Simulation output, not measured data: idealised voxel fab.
process module | voxel transistor to metal
cross-section cut | 215 nm wide | cells 5 nm
A cross-section is a grid of square cells, given in bands from the top down. A band is one or more rows of cells.
Each band's line starts with the height of the band's top and of its bottom, in nm. Then come its materials from left to right, each with its width in nm. One material with "throughout" fills the band from edge to edge. "air" is empty space.
Height 0 is the level under which the wafer as received is all one material. The lowest band goes on downwards, as in "0 down".
A width such as "30 to 40" changes by the same amount from each row of cells to the next, from the band's top row to its bottom row.
"no change" after a step means that no cell of the cross-section changed.
closed voids: empty space of 8 cells or more with no open way to the top, each as width x height at its distance from the left edge, in nm
after a step's settings: what the simulator itself notes on the step
overlay nm, on a step with a mask: how far to the right of its planned place the mask lay; to the left if negative
plan
1 op RECEIVE | material Si
2 op CONFORMAL_DEP | material SiO2 | thk nm 5
3 op CONFORMAL_DEP | material SiN | thk nm 15
4 op PATTERN | tone cover | mask id ACTIVE | material resist | width nm 95 | thk nm 20 | overlay nm 0
5 op DIRECTIONAL_ETCH | etch materials SiN | depth nm 15
6 op DIRECTIONAL_ETCH | etch materials SiO2 | depth nm 5
7 op DIRECTIONAL_ETCH | etch materials Si | depth nm 30
8 op STRIP | etch materials resist
9 op FILL_DEP | material SiO2 | thk nm 10
10 op CMP | height nm 20
11 op SELECTIVE_ETCH | etch materials SiO2 | depth nm 10
12 op STRIP | etch materials SiN
13 op SELECTIVE_ETCH | etch materials SiO2 | depth nm 5
14 op OXIDIZE | depth nm 5
15 op DIRECTIONAL_DEP | material polySi | thk nm 20
16 op DIRECTIONAL_DEP | material SiCN | thk nm 10
17 op DIRECTIONAL_DEP | material aC | thk nm 15
18 op PATTERN | tone cover | mask id GATE | material resist | width nm 25 | thk nm 35 | overlay nm 0
19 op DIRECTIONAL_ETCH | etch materials aC | depth nm 15
20 op STRIP | etch materials resist
21 op DIRECTIONAL_ETCH | etch materials SiCN | depth nm 20
22 op DIRECTIONAL_ETCH | etch materials polySi | depth nm 30
23 op STRIP | etch materials aC
24 op CONFORMAL_DEP | material SiN | thk nm 5
25 op DIRECTIONAL_ETCH | etch materials SiN | depth nm 5
26 op DIRECTIONAL_ETCH | etch materials SiO2 | depth nm 5
27 op EPI | material nSi | thk nm 5
28 op FILL_DEP | material SiO2 | thk nm 10
29 op CMP | height nm 30
30 op DIRECTIONAL_DEP | material SiO2 | thk nm 10
31 op MASKED_ETCH | tone open | mask id CONTACT | width nm 15 | pitch nm 70 | etch materials SiO2 | depth nm 40 | overlay nm 0
32 op CONFORMAL_DEP | material TiN | thk nm 5
33 op FILL_DEP | material Ru | thk nm 5
34 op CMP | height nm 40
35 op DIRECTIONAL_DEP | material TiN | thk nm 5
36 op DIRECTIONAL_DEP | material W | thk nm 20
37 op MASKED_ETCH | tone cover | mask id METAL_1 | width nm 15 | pitch nm 70 | etch materials W | depth nm 20 | overlay nm 0
38 op MASKED_ETCH | tone cover | mask id METAL_1 | width nm 15 | pitch nm 70 | etch materials TiN | depth nm 5 | overlay nm 0
39 op FILL_DEP | material SiO2 | thk nm 5
40 op CMP | height nm 65
41 op CONFORMAL_DEP | material SiN | thk nm 5
first wafer, as planned
as received, after step 1
  0 down: Si throughout
  closed voids: none
after step 2
  5 to 0: SiO2 throughout
  below 0: unchanged
after step 3
  20 to 5: SiN throughout
  below 5: unchanged
after step 4
  40 to 20: air 60 | resist 95 | air 60
  below 20: unchanged
after step 5
  40 to 20: air 60 | resist 95 | air 60
  20 to 5: air 60 | SiN 95 | air 60
  below 5: unchanged
after step 6
  40 to 20: air 60 | resist 95 | air 60
  20 to 5: air 60 | SiN 95 | air 60
  5 to 0: air 60 | SiO2 95 | air 60
  below 0: unchanged
after step 7
  40 to 20: air 60 | resist 95 | air 60
  20 to 5: air 60 | SiN 95 | air 60
  5 to 0: air 60 | SiO2 95 | air 60
  0 to -30: air 60 | Si 95 | air 60
  below -30: unchanged
after step 8
  20 to 5: air 60 | SiN 95 | air 60
  below 5: unchanged
after step 9
  30 to 20: SiO2 throughout
  20 to 5: SiO2 60 | SiN 95 | SiO2 60
  5 to 0: SiO2 throughout
  0 to -30: SiO2 60 | Si 95 | SiO2 60
  below -30: unchanged
after step 10
  20 to 5: SiO2 60 | SiN 95 | SiO2 60
  below 5: unchanged
after step 11
  20 to 10: air 60 | SiN 95 | air 60
  below 10: unchanged
after step 12
  10 to 5: SiO2 60 | air 95 | SiO2 60
  below 5: unchanged
after step 13
  5 to 0: SiO2 55 | air 105 | SiO2 55
  below 0: unchanged
after step 14
  5 to 0: SiO2 55 | air 105 | SiO2 55
  0 to -5: SiO2 throughout
  below -5: unchanged
after step 15
  25 to 20: polySi 55 | air 105 | polySi 55
  20 to 5: polySi throughout
  5 to 0: SiO2 55 | polySi 105 | SiO2 55
  below 0: unchanged
after step 16
  35 to 30: SiCN 55 | air 105 | SiCN 55
  30 to 25: SiCN throughout
  25 to 20: polySi 55 | SiCN 105 | polySi 55
  below 20: unchanged
after step 17
  50 to 45: aC 55 | air 105 | aC 55
  45 to 35: aC throughout
  35 to 30: SiCN 55 | aC 105 | SiCN 55
  below 30: unchanged
after step 18
  85 to 50: air 95 | resist 25 | air 95
  50 to 45: aC 55 | air 40 | resist 25 | air 40 | aC 55
  below 45: unchanged
after step 19
  70 to 45: air 95 | resist 25 | air 95
  45 to 35: air 95 | aC 25 | air 95
  35 to 30: SiCN 55 | air 40 | aC 25 | air 40 | SiCN 55
  below 30: unchanged
after step 20
  45 to 35: air 95 | aC 25 | air 95
  below 35: unchanged
after step 21
  45 to 30: air 95 | aC 25 | air 95
  30 to 25: air 95 | SiCN 25 | air 95
  25 to 20: polySi 55 | air 40 | SiCN 25 | air 40 | polySi 55
  below 20: unchanged
after step 22
  45 to 30: air 95 | aC 25 | air 95
  30 to 20: air 95 | SiCN 25 | air 95
  20 to 5: air 95 | polySi 25 | air 95
  5 to 0: SiO2 55 | air 40 | polySi 25 | air 40 | SiO2 55
  below 0: unchanged
after step 23
  30 to 20: air 95 | SiCN 25 | air 95
  below 20: unchanged
after step 24
  35 to 30: air 90 | SiN 35 | air 90
  30 to 20: air 90 | SiN 5 | SiCN 25 | SiN 5 | air 90
  20 to 10: air 90 | SiN 5 | polySi 25 | SiN 5 | air 90
  10 to 5: SiN 60 | air 30 | SiN 5 | polySi 25 | SiN 5 | air 30 | SiN 60
  5 to 0: SiO2 55 | SiN 40 | polySi 25 | SiN 40 | SiO2 55
  below 0: unchanged
after step 25
  30 to 20: air 90 | SiN 5 | SiCN 25 | SiN 5 | air 90
  20 to 5: air 90 | SiN 5 | polySi 25 | SiN 5 | air 90
  5 to 0: SiO2 55 | SiN 5 | air 30 | SiN 5 | polySi 25 | SiN 5 | air 30 | SiN 5 | SiO2 55
  below 0: unchanged
after step 26
  30 to 20: air 90 | SiN 5 | SiCN 25 | SiN 5 | air 90
  20 to 5: air 90 | SiN 5 | polySi 25 | SiN 5 | air 90
  5 to 0: air 55 | SiN 5 | air 30 | SiN 5 | polySi 25 | SiN 5 | air 30 | SiN 5 | air 55
  0 to -5: SiO2 60 | air 30 | SiO2 35 | air 30 | SiO2 60
  below -5: unchanged
after step 27
  30 to 20: air 90 | SiN 5 | SiCN 25 | SiN 5 | air 90
  20 to 5: air 90 | SiN 5 | polySi 25 | SiN 5 | air 90
  5 to 0: air 55 | SiN 5 | air 30 | SiN 5 | polySi 25 | SiN 5 | air 30 | SiN 5 | air 55
  0 to -5: SiO2 60 | nSi 30 | SiO2 35 | nSi 30 | SiO2 60
  below -5: unchanged
after step 28
  40 to 30: SiO2 throughout
  30 to 20: SiO2 90 | SiN 5 | SiCN 25 | SiN 5 | SiO2 90
  20 to 5: SiO2 90 | SiN 5 | polySi 25 | SiN 5 | SiO2 90
  5 to 0: SiO2 55 | SiN 5 | SiO2 30 | SiN 5 | polySi 25 | SiN 5 | SiO2 30 | SiN 5 | SiO2 55
  below 0: unchanged
after step 29
  30 to 20: SiO2 90 | SiN 5 | SiCN 25 | SiN 5 | SiO2 90
  below 20: unchanged
after step 30
  40 to 30: SiO2 throughout
  below 30: unchanged
after step 31
  40 to 30: SiO2 65 | air 15 | SiO2 55 | air 15 | SiO2 65
  30 to 20: SiO2 65 | air 15 | SiO2 10 | SiN 5 | SiCN 25 | SiN 5 | SiO2 10 | air 15 | SiO2 65
  20 to 5: SiO2 65 | air 15 | SiO2 10 | SiN 5 | polySi 25 | SiN 5 | SiO2 10 | air 15 | SiO2 65
  5 to 0: SiO2 55 | SiN 5 | SiO2 5 | air 15 | SiO2 10 | SiN 5 | polySi 25 | SiN 5 | SiO2 10 | air 15 | SiO2 5 | SiN 5 | SiO2 55
  below 0: unchanged
after step 32
  45 to 40: TiN 70 | air 5 | TiN 65 | air 5 | TiN 70
  40 to 30: SiO2 65 | TiN 5 | air 5 | TiN 5 | SiO2 55 | TiN 5 | air 5 | TiN 5 | SiO2 65
  30 to 20: SiO2 65 | TiN 5 | air 5 | TiN 5 | SiO2 10 | SiN 5 | SiCN 25 | SiN 5 | SiO2 10 | TiN 5 | air 5 | TiN 5 | SiO2 65
  20 to 5: SiO2 65 | TiN 5 | air 5 | TiN 5 | SiO2 10 | SiN 5 | polySi 25 | SiN 5 | SiO2 10 | TiN 5 | air 5 | TiN 5 | SiO2 65
  5 to 0: SiO2 55 | SiN 5 | SiO2 5 | TiN 15 | SiO2 10 | SiN 5 | polySi 25 | SiN 5 | SiO2 10 | TiN 15 | SiO2 5 | SiN 5 | SiO2 55
  below 0: unchanged
after step 33
  50 to 45: Ru throughout
  45 to 40: TiN 70 | Ru 5 | TiN 65 | Ru 5 | TiN 70
  40 to 30: SiO2 65 | TiN 5 | Ru 5 | TiN 5 | SiO2 55 | TiN 5 | Ru 5 | TiN 5 | SiO2 65
  30 to 20: SiO2 65 | TiN 5 | Ru 5 | TiN 5 | SiO2 10 | SiN 5 | SiCN 25 | SiN 5 | SiO2 10 | TiN 5 | Ru 5 | TiN 5 | SiO2 65
  20 to 5: SiO2 65 | TiN 5 | Ru 5 | TiN 5 | SiO2 10 | SiN 5 | polySi 25 | SiN 5 | SiO2 10 | TiN 5 | Ru 5 | TiN 5 | SiO2 65
  below 5: unchanged
after step 34
  40 to 30: SiO2 65 | TiN 5 | Ru 5 | TiN 5 | SiO2 55 | TiN 5 | Ru 5 | TiN 5 | SiO2 65
  below 30: unchanged
after step 35
  45 to 40: TiN throughout
  below 40: unchanged
after step 36
  65 to 45: W throughout
  below 45: unchanged
after step 37
  65 to 45: air 65 | W 15 | air 55 | W 15 | air 65
  below 45: unchanged
after step 38
  65 to 45: air 65 | W 15 | air 55 | W 15 | air 65
  45 to 40: air 65 | TiN 15 | air 55 | TiN 15 | air 65
  below 40: unchanged
after step 39
  70 to 65: SiO2 throughout
  65 to 45: SiO2 65 | W 15 | SiO2 55 | W 15 | SiO2 65
  45 to 40: SiO2 65 | TiN 15 | SiO2 55 | TiN 15 | SiO2 65
  below 40: unchanged
after step 40
  65 to 45: SiO2 65 | W 15 | SiO2 55 | W 15 | SiO2 65
  below 45: unchanged
after step 41
  70 to 65: SiN throughout
  below 65: unchanged
second wafer: like start, like plan, one mistake. Through step 35 it matches the first wafer
when step 36 should have ended
  65 to 45: Ru throughout
  below 45: unchanged
when step 37 should have ended: no change
when step 38 should have ended: no change
when step 39 should have ended
  70 to 65: SiO2 throughout
  below 65: unchanged
when step 40 should have ended
  65 to 45: Ru throughout
  below 45: unchanged
when step 41 should have ended
  70 to 65: SiN throughout
  below 65: unchanged
what went wrong: step 36 ran as: op DIRECTIONAL_DEP | material Ru | thk nm 20
at the end the second wafer has, in cells: 172 more of Ru | 185 fewer of SiO2 | 37 more of TiN | 24 fewer of W
